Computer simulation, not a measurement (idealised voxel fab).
The following is a process module called voxel capacitor over wiring.
In the cross-section labelled cut, the width is 270 nm and each square cell is 5 nm.
A cross-section in this document is a grid of square cells, and it is written down as bands, the top band listed before the ones below it; a band is made up of one or more rows of cells. Top height, bottom height, nm. Materials left to right, width each, nm. Single material + "everywhere" = fills band edge to edge. "air" = empty. Basically, 0 is our baseline, since under it the wafer straight out of the box is all one material. The bottom band has no lower end and keeps on going down, so it looks like "top 0, no bottom". When a width is written as two numbers, as in "30->40", the first number is the width in the top row of cells of the band and the second is the width in its bottom row, and the width changes by the same amount from each row to the next. Any step labelled "nothing different" changed none of the cells in the cross-section. The label "closed voids" introduces a list of the empty spaces, 8 cells or larger, that have no open way up to the top; each entry in it reads width x height at distance, where the distance is taken from the left edge and all three are stated in nm. On each step's line, the part that comes after the settings is the simulator's own comment on the step. overlay nm: step with mask; distance mask lay right of planned place; negative value = left of planned place.
Steps planned for the process:
1,op RECEIVE | material Si
2,op CONFORMAL_DEP | material SiO2 | thk nm 15
3,op CONFORMAL_DEP | material SiCN | thk nm 5
4,op DIRECTIONAL_DEP | material SiO2 | thk nm 25
5,op MASKED_ETCH | tone open | mask id METAL_1 | width nm 20 | pitch nm 90 | etch materials SiO2 | depth nm 25 | overlay nm 0
6,op MASKED_ETCH | tone open | mask id METAL_1 | width nm 20 | pitch nm 90 | etch materials SiCN | depth nm 5 | overlay nm 0
7,op CONFORMAL_DEP | material TiN | thk nm 5
8,op FILL_DEP | material Cu | thk nm 10
9,op CMP | height nm 45
10,op EPI | material Ru | thk nm 5
11,op FILL_DEP | material SiCN | thk nm 5
12,op DIRECTIONAL_DEP | material lowk | thk nm 10
13,op MASKED_ETCH | tone open | mask id PLUG_1 | width nm 15 | etch materials lowk | depth nm 10 | overlay nm 0
14,op MASKED_ETCH | tone open | mask id PLUG_1 | width nm 15 | etch materials SiCN | depth nm 5 | overlay nm 0
15,op CONFORMAL_DEP | material TiN | thk nm 5
16,op FILL_DEP | material W | thk nm 10
17,op CMP | height nm 65
18,op DIRECTIONAL_DEP | material TiN | thk nm 5
19,op DIRECTIONAL_DEP | material HfO2 | thk nm 5
20,op DIRECTIONAL_DEP | material TiN | thk nm 10
21,op MASKED_ETCH | tone cover | mask id UPPER_PLATE | width nm 75 | etch materials TiN | depth nm 10 | overlay nm 0
22,op MASKED_ETCH | tone cover | mask id UPPER_PLATE | width nm 75 | etch materials HfO2 | depth nm 5 | overlay nm 0
23,op MASKED_ETCH | tone cover | mask id LOWER_PLATE | width nm 85 | etch materials TiN | depth nm 5 | overlay nm 0
24,op FILL_DEP | material SiO2 | thk nm 20
25,op CMP | height nm 100
26,op MASKED_ETCH | tone open | mask id PLUG_2 | width nm 15 | etch materials SiO2 | depth nm 15 | overlay nm 0
27,op CONFORMAL_DEP | material TiN | thk nm 5
28,op FILL_DEP | material W | thk nm 10
29,op CMP | height nm 100
30,op CONFORMAL_DEP | material SiCN | thk nm 5
Here's what the wafer looked like in cross-section when it arrived - that's after step 1:
top 0, no bottom = Si everywhere
closed voids: none
The module was run from the start shown above using the plan shown above, but one mistake was made doing it; the resulting wafer cross-section is below:
top 105, bottom 100 = SiCN everywhere
top 100, bottom 90 = SiO2 95  TiN 5  W 5  TiN 5  SiO2 160
top 90, bottom 85 = SiO2 95  TiN 15  SiO2 160
top 85, bottom 75 = SiO2 85  TiN 75  SiO2 110
top 75, bottom 70 = SiO2 85  HfO2 75  SiO2 110
top 70, bottom 65 = SiO2 80  TiN 85  SiO2 105
top 65, bottom 55 = lowk 85  TiN 5  W 5  TiN 5  lowk 170
top 55, bottom 50 = SiCN 85  TiN 15  SiCN 170
top 50, bottom 45 = SiCN 75  Ru 30  SiCN 60  Ru 30  SiCN 75
top 45, bottom 35 = SiO2 80  TiN 5  Cu 10  TiN 5  SiO2 70  TiN 5  Cu 10  TiN 5  SiO2 80
top 35, bottom 30 = SiCN 80  TiN 20  SiCN 70  TiN 20  SiCN 80
top 30, bottom 0 = SiO2 everywhere
top 0, no bottom = Si everywhere
closed voids: none
The mistake made against the process plan was this: plan step 2 ran twice
